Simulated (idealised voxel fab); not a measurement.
process module | voxel ribs on slabs
cross-section cut | 205 nm wide | cells 5 nm
A cross-section is a grid of square cells, given in bands from the top down. A band is one or more rows of cells.
Each band's line starts with the height of the band's top and of its bottom, in nm. Then come its materials from left to right, each with its width in nm. One material with "throughout" fills the band from edge to edge. "air" is empty space.
Height 0 is the level under which the wafer as received is all one material. The lowest band goes on downwards, as in "0 down".
A width such as "30 to 40" changes by the same amount from each row of cells to the next, from the band's top row to its bottom row.
"no change" after a step means that no cell of the cross-section changed.
closed voids: empty space of 8 cells or more with no open way to the top, each as width x height at its distance from the left edge, in nm
after a step's settings: what the simulator itself notes on the step
overlay nm, on a step with a mask: how far to the right of its planned place the mask lay; to the left if negative
plan
1 op RECEIVE | material Si
2 op DIRECTIONAL_DEP | material SiO2 | thk nm 25
3 op DIRECTIONAL_DEP | material polySi | thk nm 20
4 op PATTERN | tone cover | mask id RIB | material resist | width nm 30 | thk nm 20 | overlay nm 0
5 op DIRECTIONAL_ETCH | etch materials polySi | depth nm 10
6 op STRIP | etch materials resist
7 op MASKED_ETCH | tone cover | mask id SLAB | width nm 60 | etch materials polySi | depth nm 10 | overlay nm 0
8 op FILL_DEP | material SiO2 | thk nm 25
9 op CMP | height nm 60
10 op DIRECTIONAL_DEP | material TiN | thk nm 5
11 op PATTERN | tone cover | mask id HEATER | material resist | width nm 40 | thk nm 20 | overlay nm 0
12 op DIRECTIONAL_ETCH | etch materials TiN | depth nm 5
13 op STRIP | etch materials resist
14 op CONFORMAL_DEP | material SiO2 | thk nm 10
as received, after step 1
  0 down: Si throughout
  closed voids: none
first wafer at the end, as planned
  75 to 70: air 70 | SiO2 60 | air 75
  70 to 65: SiO2 throughout
  65 to 60: SiO2 80 | TiN 40 | SiO2 85
  60 to 45: SiO2 throughout
  45 to 35: SiO2 85 | polySi 30 | SiO2 90
  35 to 25: SiO2 70 | polySi 60 | SiO2 75
  25 to 0: SiO2 throughout
  0 down: Si throughout
  closed voids: none
second wafer at the end: like start, like plan, one mistake
  70 to 65: air 70 | SiO2 60 | air 75
  65 to 60: SiO2 throughout
  60 to 55: SiO2 80 | TiN 40 | SiO2 85
  55 to 45: SiO2 throughout
  45 to 35: SiO2 85 | polySi 30 | SiO2 90
  35 to 25: SiO2 70 | polySi 60 | SiO2 75
  25 to 0: SiO2 throughout
  0 down: Si throughout
  closed voids: none
what went wrong: step 9 ran as: op CMP | height nm 55
at the end the second wafer has, in cells: 41 fewer of SiO2
